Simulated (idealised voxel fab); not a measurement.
Title: Process Module voxel capacitor over wiring
It is cross-section cut that appears here, measuring 205 nm in width, its square cells being 5 nm in size.
Cross-section layout: square cells on a grid; listed as bands, top to bottom; a band spans one or more cell rows. In this notation a band is specified by the heights of its top and bottom, in that order and in nm, after which its materials appear from left to right, each paired with its width in nm. The word "all across" attached to a single material means that material fills the band from edge to edge; the word "blank" stands for empty space. We count height from 0. Below that, the starting wafer is all one material. The lowest band never ends at the bottom but goes on down; see "z 0 and below" for how that is written. The width entry "30 to 40" should be interpreted row by row: the top row of cells in the band takes the first number, the bottom row takes the second number, and the change between adjacent rows is uniform throughout. What does "no modification" mean for a step? It means no cell of the cross-section changed in that step. "Closed void entries" contains a list of empty spaces, each no smaller than 8 cells and without an open way to the top, written in the form width x height at distance with the distance from the left edge and all three in nm. That trailing text on a step's line, after the settings, is the simulator's own remark on the step. "overlay nm" answers the question of how far to the right of plan the mask lay on a step that has a mask, and when it is negative the answer is to the left.

**The process steps that were planned are listed below**
1 op RECEIVE | material Si
2 op CONFORMAL_DEP | material SiO2 | thk nm 10
3 op CONFORMAL_DEP | material SiCN | thk nm 5
4 op DIRECTIONAL_DEP | material lowk | thk nm 15
5 op PATTERN | tone open | mask id METAL_1 | material resist | width nm 25 | pitch nm 95 | thk nm 15 | overlay nm 0
6 op DIRECTIONAL_ETCH | etch materials lowk | depth nm 15
7 op DIRECTIONAL_ETCH | etch materials SiCN | depth nm 5
8 op STRIP | etch materials resist
9 op CONFORMAL_DEP | material TiN | thk nm 5
10 op FILL_DEP | material Cu | thk nm 5
11 op CMP | height nm 30
12 op EPI | material Ru | thk nm 5
13 op FILL_DEP | material SiCN | thk nm 5
14 op DIRECTIONAL_DEP | material lowk | thk nm 15
15 op DIRECTIONAL_DEP | material aC | thk nm 15
16 op PATTERN | tone open | mask id PLUG_1 | material resist | width nm 15 | thk nm 35 | overlay nm 0
17 op DIRECTIONAL_ETCH | etch materials aC | depth nm 15
18 op STRIP | etch materials resist
19 op DIRECTIONAL_ETCH | etch materials lowk | depth nm 15
20 op DIRECTIONAL_ETCH | etch materials SiCN | depth nm 5
21 op STRIP | etch materials aC
22 op EPI | material Ru | thk nm 10
23 op EPI | material Ru | thk nm 10
24 op DIRECTIONAL_DEP | material TiN | thk nm 10
25 op DIRECTIONAL_DEP | material Al2O3 | thk nm 5
26 op DIRECTIONAL_DEP | material TiN | thk nm 5
27 op MASKED_ETCH | tone cover | mask id UPPER_PLATE | width nm 75 | etch materials TiN | depth nm 5 | overlay nm 0
28 op MASKED_ETCH | tone cover | mask id UPPER_PLATE | width nm 75 | etch materials Al2O3 | depth nm 5 | overlay nm 0
29 op PATTERN | tone cover | mask id LOWER_PLATE | material resist | width nm 85 | thk nm 20 | overlay nm 0
30 op DIRECTIONAL_ETCH | etch materials TiN | depth nm 10
31 op STRIP | etch materials resist
32 op FILL_DEP | material SiO2 | thk nm 20
33 op CMP | height nm 90
34 op DIRECTIONAL_DEP | material aC | thk nm 10
35 op PATTERN | tone open | mask id PLUG_2 | material resist | width nm 15 | thk nm 30 | overlay nm 0
36 op DIRECTIONAL_ETCH | etch materials aC | depth nm 10
37 op STRIP | etch materials resist
38 op DIRECTIONAL_ETCH | etch materials SiO2 | depth nm 15
39 op STRIP | etch materials aC
40 op CONFORMAL_DEP | material TiN | thk nm 5
41 op FILL_DEP | material Ru | thk nm 5
42 op CMP | height nm 90
43 op CONFORMAL_DEP | material SiN | thk nm 5

**Concerning the first of two wafers, which was run in accordance with the plan**

**Wafer as received: cross-section following step 1**
* z 0 and below = Si all across
* Closed void entries: none

**Once step 2 is through, the wafer looks like this in cross-section**
* z 10 to 0 = SiO2 all across
* Under 0: no change, same as before.

**Once step 3 is through, the wafer looks like this in cross-section**
* z 15 to 10 = SiCN all across
* Under 10: no change, same as before.

**Once step 4 is through, the wafer looks like this in cross-section**
* z 30 to 15 = lowk all across
* Under 15: no change, same as before.

**Once step 5 is through, the wafer looks like this in cross-section**
* z 45 to 30 = resist 40, then blank 25, then resist 70, then blank 25, then resist 45
* Under 30: no change, same as before.

**Once step 6 is through, the wafer looks like this in cross-section**
* z 45 to 30 = resist 40, then blank 25, then resist 70, then blank 25, then resist 45
* z 30 to 15 = lowk 40, then blank 25, then lowk 70, then blank 25, then lowk 45
* Under 15: no change, same as before.

**Once step 7 is through, the wafer looks like this in cross-section**
* z 45 to 30 = resist 40, then blank 25, then resist 70, then blank 25, then resist 45
* z 30 to 15 = lowk 40, then blank 25, then lowk 70, then blank 25, then lowk 45
* z 15 to 10 = SiCN 40, then blank 25, then SiCN 70, then blank 25, then SiCN 45
* Under 10: no change, same as before.

**Once step 8 is through, the wafer looks like this in cross-section**
* z 30 to 15 = lowk 40, then blank 25, then lowk 70, then blank 25, then lowk 45
* Under 15: no change, same as before.

**Once step 9 is through, the wafer looks like this in cross-section**
* z 35 to 30 = TiN 45, then blank 15, then TiN 80, then blank 15, then TiN 50
* z 30 to 15 = lowk 40, then TiN 5, then blank 15, then TiN 5, then lowk 70, then TiN 5, then blank 15, then TiN 5, then lowk 45
* z 15 to 10 = SiCN 40, then TiN 25, then SiCN 70, then TiN 25, then SiCN 45
* Under 10: no change, same as before.

**Once step 10 is through, the wafer looks like this in cross-section**
* z 40 to 35 = Cu all across
* z 35 to 30 = TiN 45, then Cu 15, then TiN 80, then Cu 15, then TiN 50
* z 30 to 15 = lowk 40, then TiN 5, then Cu 15, then TiN 5, then lowk 70, then TiN 5, then Cu 15, then TiN 5, then lowk 45
* Under 15: no change, same as before.

**Once step 11 is through, the wafer looks like this in cross-section**
* z 30 to 15 = lowk 40, then TiN 5, then Cu 15, then TiN 5, then lowk 70, then TiN 5, then Cu 15, then TiN 5, then lowk 45
* Under 15: no change, same as before.

**Once step 12 is through, the wafer looks like this in cross-section**
* z 35 to 30 = blank 35, then Ru 35, then blank 60, then Ru 35, then blank 40
* Under 30: no change, same as before.

**Once step 13 is through, the wafer looks like this in cross-section**
* z 40 to 35 = SiCN all across
* z 35 to 30 = SiCN 35, then Ru 35, then SiCN 60, then Ru 35, then SiCN 40
* Under 30: no change, same as before.

**Once step 14 is through, the wafer looks like this in cross-section**
* z 55 to 40 = lowk all across
* Under 40: no change, same as before.

**Once step 15 is through, the wafer looks like this in cross-section**
* z 70 to 55 = aC all across
* Under 55: no change, same as before.

**Once step 16 is through, the wafer looks like this in cross-section**
* z 105 to 70 = resist 50, then blank 15, then resist 140
* Under 70: no change, same as before.

**Once step 17 is through, the wafer looks like this in cross-section**
* z 90 to 70 = resist 50, then blank 15, then resist 140
* z 70 to 55 = aC 50, then blank 15, then aC 140
* Under 55: no change, same as before.

**Once step 18 is through, the wafer looks like this in cross-section**
* z 70 to 55 = aC 50, then blank 15, then aC 140
* Under 55: no change, same as before.

**Once step 19 is through, the wafer looks like this in cross-section**
* z 70 to 55 = aC 50, then blank 15, then aC 140
* z 55 to 40 = lowk 50, then blank 15, then lowk 140
* Under 40: no change, same as before.

**Once step 20 is through, the wafer looks like this in cross-section**
* z 70 to 55 = aC 50, then blank 15, then aC 140
* z 55 to 40 = lowk 50, then blank 15, then lowk 140
* z 40 to 35 = SiCN 50, then blank 15, then SiCN 140
* Under 35: no change, same as before.

**Once step 21 is through, the wafer looks like this in cross-section**
* z 55 to 40 = lowk 50, then blank 15, then lowk 140
* Under 40: no change, same as before.

**Once step 22 is through, the wafer looks like this in cross-section**
* z 55 to 45 = lowk 50, then blank 15, then lowk 140
* z 45 to 40 = lowk 50, then Ru 15, then lowk 140
* z 40 to 35 = SiCN 50, then Ru 15, then SiCN 140
* Under 35: no change, same as before.

**Once step 23 is through, the wafer looks like this in cross-section**
* z 55 to 40 = lowk 50, then Ru 15, then lowk 140
* Under 40: no change, same as before.

**Once step 24 is through, the wafer looks like this in cross-section**
* z 65 to 55 = TiN all across
* Under 55: no change, same as before.

**Once step 25 is through, the wafer looks like this in cross-section**
* z 70 to 65 = Al2O3 all across
* Under 65: no change, same as before.

**Once step 26 is through, the wafer looks like this in cross-section**
* z 75 to 70 = TiN all across
* Under 70: no change, same as before.

**Once step 27 is through, the wafer looks like this in cross-section**
* z 75 to 70 = blank 50, then TiN 75, then blank 80
* Under 70: no change, same as before.

**Once step 28 is through, the wafer looks like this in cross-section**
* z 75 to 70 = blank 50, then TiN 75, then blank 80
* z 70 to 65 = blank 50, then Al2O3 75, then blank 80
* Under 65: no change, same as before.

**Once step 29 is through, the wafer looks like this in cross-section**
* z 95 to 75 = blank 45, then resist 85, then blank 75
* z 75 to 70 = blank 45, then resist 5, then TiN 75, then resist 5, then blank 75
* z 70 to 65 = blank 45, then resist 5, then Al2O3 75, then resist 5, then blank 75
* Under 65: no change, same as before.

**Once step 30 is through, the wafer looks like this in cross-section**
* z 95 to 75 = blank 45, then resist 85, then blank 75
* z 75 to 70 = blank 45, then resist 5, then TiN 75, then resist 5, then blank 75
* z 70 to 65 = blank 45, then resist 5, then Al2O3 75, then resist 5, then blank 75
* z 65 to 55 = blank 45, then TiN 85, then blank 75
* Under 55: no change, same as before.

**Once step 31 is through, the wafer looks like this in cross-section**
* z 75 to 70 = blank 50, then TiN 75, then blank 80
* z 70 to 65 = blank 50, then Al2O3 75, then blank 80
* Under 65: no change, same as before.

**Once step 32 is through, the wafer looks like this in cross-section**
* z 95 to 75 = SiO2 all across
* z 75 to 70 = SiO2 50, then TiN 75, then SiO2 80
* z 70 to 65 = SiO2 50, then Al2O3 75, then SiO2 80
* z 65 to 55 = SiO2 45, then TiN 85, then SiO2 75
* Under 55: no change, same as before.

**Once step 33 is through, the wafer looks like this in cross-section**
* z 90 to 75 = SiO2 all across
* Under 75: no change, same as before.

**Once step 34 is through, the wafer looks like this in cross-section**
* z 100 to 90 = aC all across
* Under 90: no change, same as before.

**Once step 35 is through, the wafer looks like this in cross-section**
* z 130 to 100 = resist 60, then blank 15, then resist 130
* Under 100: no change, same as before.

**Once step 36 is through, the wafer looks like this in cross-section**
* z 120 to 100 = resist 60, then blank 15, then resist 130
* z 100 to 90 = aC 60, then blank 15, then aC 130
* Under 90: no change, same as before.

**Once step 37 is through, the wafer looks like this in cross-section**
* z 100 to 90 = aC 60, then blank 15, then aC 130
* Under 90: no change, same as before.

**Once step 38 is through, the wafer looks like this in cross-section**
* z 100 to 90 = aC 60, then blank 15, then aC 130
* z 90 to 75 = SiO2 60, then blank 15, then SiO2 130
* Under 75: no change, same as before.

**Once step 39 is through, the wafer looks like this in cross-section**
* z 90 to 75 = SiO2 60, then blank 15, then SiO2 130
* Under 75: no change, same as before.

**Once step 40 is through, the wafer looks like this in cross-section**
* z 95 to 90 = TiN 65, then blank 5, then TiN 135
* z 90 to 80 = SiO2 60, then TiN 5, then blank 5, then TiN 5, then SiO2 130
* z 80 to 70 = SiO2 60 to 50, then TiN 15 to 75, then SiO2 130 to 80
* Under 70: no change, same as before.

**Once step 41 is through, the wafer looks like this in cross-section**
* z 100 to 95 = Ru all across
* z 95 to 90 = TiN 65, then Ru 5, then TiN 135
* z 90 to 80 = SiO2 60, then TiN 5, then Ru 5, then TiN 5, then SiO2 130
* Under 80: no change, same as before.

**Once step 42 is through, the wafer looks like this in cross-section**
* z 90 to 80 = SiO2 60, then TiN 5, then Ru 5, then TiN 5, then SiO2 130
* Under 80: no change, same as before.

**Once step 43 is through, the wafer looks like this in cross-section**
* z 95 to 90 = SiN all across
* Under 90: no change, same as before.

**Notes, second wafer: start = first wafer's, plan = first wafer's, execution had one mistake; history identical to first through step 21**

**Second wafer, cut view, end of step 23 per plan**
* z 65 to 55 = blank 40, then Ru 35, then blank 130
* z 55 to 40 = lowk 50, then Ru 15, then lowk 140
* z 40 to 35 = SiCN 50, then Ru 15, then SiCN 140
* Under 35: no change, same as before.

**Second wafer, cut view, end of step 24 per plan**
* z 75 to 65 = blank 40, then TiN 35, then blank 130
* z 65 to 55 = TiN 40, then Ru 35, then TiN 130
* Under 55: no change, same as before.

**Second wafer, cut view, end of step 25 per plan**
* z 80 to 75 = blank 40, then Al2O3 35, then blank 130
* z 75 to 70 = blank 40, then TiN 35, then blank 130
* z 70 to 65 = Al2O3 40, then TiN 35, then Al2O3 130
* Under 65: no change, same as before.

**Second wafer, cut view, end of step 26 per plan**
* z 85 to 80 = blank 40, then TiN 35, then blank 130
* z 80 to 75 = blank 40, then Al2O3 35, then blank 130
* z 75 to 70 = TiN all across
* Under 70: no change, same as before.

**Second wafer, cut view, end of step 27 per plan**
* z 85 to 80 = blank 50, then TiN 25, then blank 130
* z 80 to 75 = blank 40, then Al2O3 35, then blank 130
* z 75 to 70 = blank 40, then TiN 85, then blank 80
* Under 70: no change, same as before.

**Second wafer, cut view, end of step 28 per plan**
* z 85 to 80 = blank 50, then TiN 25, then blank 130
* z 80 to 75 = blank 50, then Al2O3 25, then blank 130
* z 75 to 70 = blank 40, then TiN 85, then blank 80
* z 70 to 65 = blank 40, then TiN 35, then Al2O3 50, then blank 80
* Under 65: no change, same as before.

**Second wafer, cut view, end of step 29 per plan**
* z 105 to 85 = blank 45, then resist 85, then blank 75
* z 85 to 80 = blank 45, then resist 5, then TiN 25, then resist 55, then blank 75
* z 80 to 75 = blank 45, then resist 5, then Al2O3 25, then resist 55, then blank 75
* z 75 to 70 = blank 40, then TiN 85, then resist 5, then blank 75
* z 70 to 65 = blank 40, then TiN 35, then Al2O3 50, then resist 5, then blank 75
* Under 65: no change, same as before.

**Second wafer, cut view, end of step 30 per plan**
* z 105 to 85 = blank 45, then resist 85, then blank 75
* z 85 to 80 = blank 45, then resist 5, then TiN 25, then resist 55, then blank 75
* z 80 to 75 = blank 45, then resist 5, then Al2O3 25, then resist 55, then blank 75
* z 75 to 70 = blank 45, then TiN 80, then resist 5, then blank 75
* z 70 to 65 = blank 45, then TiN 30, then Al2O3 50, then resist 5, then blank 75
* z 65 to 55 = blank 40, then Ru 35, then TiN 55, then blank 75
* Under 55: no change, same as before.

**Second wafer, cut view, end of step 31 per plan**
* z 85 to 80 = blank 50, then TiN 25, then blank 130
* z 80 to 75 = blank 50, then Al2O3 25, then blank 130
* z 75 to 70 = blank 45, then TiN 80, then blank 80
* z 70 to 65 = blank 45, then TiN 30, then Al2O3 50, then blank 80
* Under 65: no change, same as before.

**Second wafer, cut view, end of step 32 per plan**
* z 105 to 85 = SiO2 all across
* z 85 to 80 = SiO2 50, then TiN 25, then SiO2 130
* z 80 to 75 = SiO2 50, then Al2O3 25, then SiO2 130
* z 75 to 70 = SiO2 45, then TiN 80, then SiO2 80
* z 70 to 65 = SiO2 45, then TiN 30, then Al2O3 50, then SiO2 80
* z 65 to 55 = SiO2 40, then Ru 35, then TiN 55, then SiO2 75
* Under 55: no change, same as before.

**Second wafer, cut view, end of step 33 per plan**
* z 90 to 85 = SiO2 all across
* Under 85: no change, same as before.

**Second wafer, cut view, end of step 34 per plan**
* z 100 to 90 = aC all across
* Under 90: no change, same as before.

**Second wafer, cut view, end of step 35 per plan**
* z 130 to 100 = resist 60, then blank 15, then resist 130
* Under 100: no change, same as before.

**Second wafer, cut view, end of step 36 per plan**
* z 120 to 100 = resist 60, then blank 15, then resist 130
* z 100 to 90 = aC 60, then blank 15, then aC 130
* Under 90: no change, same as before.

**Second wafer, cut view, end of step 37 per plan**
* z 100 to 90 = aC 60, then blank 15, then aC 130
* Under 90: no change, same as before.

**Second wafer, cut view, end of step 38 per plan**
* z 100 to 90 = aC 60, then blank 15, then aC 130
* z 90 to 85 = SiO2 60, then blank 15, then SiO2 130
* Under 85: no change, same as before.

**Second wafer, cut view, end of step 39 per plan**
* z 90 to 85 = SiO2 60, then blank 15, then SiO2 130
* Under 85: no change, same as before.

**Second wafer, cut view, end of step 40 per plan**
* z 95 to 90 = TiN 65, then blank 5, then TiN 135
* z 90 to 80 = SiO2 60 to 50, then TiN 15 to 25, then SiO2 130
* Under 80: no change, same as before.

**Second wafer, cut view, end of step 41 per plan**
* z 100 to 95 = Ru all across
* z 95 to 90 = TiN 65, then Ru 5, then TiN 135
* Under 90: no change, same as before.

**Second wafer, cut view, end of step 42 per plan**
* z 90 to 80 = SiO2 60 to 50, then TiN 15 to 25, then SiO2 130
* Under 80: no change, same as before.

**Second wafer, cut view, end of step 43 per plan**
* z 95 to 90 = SiN all across
* Under 90: no change, same as before.
What was done differently from what was planned? twice-run step: one of the identical 22 and 23, not identifiable
Final comparison by cell count, materials where the second wafer has more or fewer than the first: +12 Ru; -8 SiO2; -4 TiN
